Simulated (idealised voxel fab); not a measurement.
This section sets out a process module, namely voxel air gaps.
Each square cell in cross-section cut measures 5 nm, and the section as a whole is 240 nm wide.
For the purposes of this document, a cross-section shall be understood as a grid of square cells, specified as bands listed in top-to-bottom order, each band consisting of one or more rows of cells.
The entry gives the band's vertical extent as a top height and a bottom height in nm, then its horizontal make-up as materials from left to right, each with a width in nm. "blank" stands for empty space; a single material marked "full width" fills the band edge to edge.
Heights are expressed relative to 0, this being the level below which the as-received wafer comprises one material exclusively. The lowest band is unbounded in the downward direction and is denoted as in "0 nm and below".
The two numbers in a width such as "30 to 40" mark its ends across the band: the first belongs to the top row of cells, the second to the bottom row, and from each row to the next the width moves by the same amount.
The designation "changes: none", where it is given for a processing step, indicates that no cell of the cross-section was altered in the course of that step.
"Sealed void inventory" means: voids of 8 cells or more that are shut off from the top with no open way through. Written width x height at distance, distance from the left edge, in nm.
On each step's line, the part that comes after the settings is the simulator's own comment on the step.
"overlay nm" denotes, for a step that has a mask, the displacement of the mask to the right of its planned place, with negative values corresponding to the left.
**Planned step list for the process**
1 op RECEIVE | material Si
2 op CONFORMAL_DEP | material SiO2 | thk nm 10
3 op CONFORMAL_DEP | material SiCN | thk nm 5
4 op DIRECTIONAL_DEP | material lowk | thk nm 35
5 op DIRECTIONAL_DEP | material aC | thk nm 15
6 op PATTERN | tone open | mask id LINES | material resist | width nm 25 | pitch nm 50 | thk nm 35 | overlay nm 0
7 op DIRECTIONAL_ETCH | etch materials aC | depth nm 15
8 op STRIP | etch materials resist
9 op DIRECTIONAL_ETCH | etch materials lowk | depth nm 35
10 op STRIP | etch materials aC
11 op CONFORMAL_DEP | material TiN | thk nm 5
12 op FILL_DEP | material Cu | thk nm 10
13 op CMP | height nm 50
14 op EPI | material Ru | thk nm 10
15 op SELECTIVE_ETCH | etch materials lowk | depth nm 45
16 op CONFORMAL_DEP | material SiCN | thk nm 5
**Cross-sectional view of the wafer in its as-received condition, corresponding to the state after step 1**
* 0 nm and below  Si full width
* Sealed void inventory: none
**Same starting wafer, same plan as above, one mistake in the execution; this is the cross-section at the end of the module**
* 75 nm to 70 nm  blank (5); SiCN (225); blank (10)
* 70 nm to 50 nm  blank (5); SiCN (5); Ru (215); SiCN (5); blank (10)
* 50 nm to 45 nm  blank (5); SiCN (25); TiN (5); Cu (15); TiN (5); lowk (25); TiN (5); Cu (15); TiN (5); lowk (25); TiN (5); Cu (15); TiN (5); lowk (25); TiN (5); Cu (15); TiN (5); SiCN (25); blank (10)
* 45 nm to 20 nm  blank (25); SiCN (5); TiN (5); Cu (15); TiN (5); lowk (25); TiN (5); Cu (15); TiN (5); lowk (25); TiN (5); Cu (15); TiN (5); lowk (25); TiN (5); Cu (15); TiN (5); SiCN (5); blank (30)
* 20 nm to 15 nm  SiCN (30); TiN (25); lowk (25); TiN (25); lowk (25); TiN (25); lowk (25); TiN (25); SiCN (35)
* 15 nm to 10 nm  SiCN full width
* 10 nm to 0 nm  SiO2 full width
* 0 nm and below  Si full width
* Sealed void inventory: none
what went wrong: twice over, step 14 of the plan was run
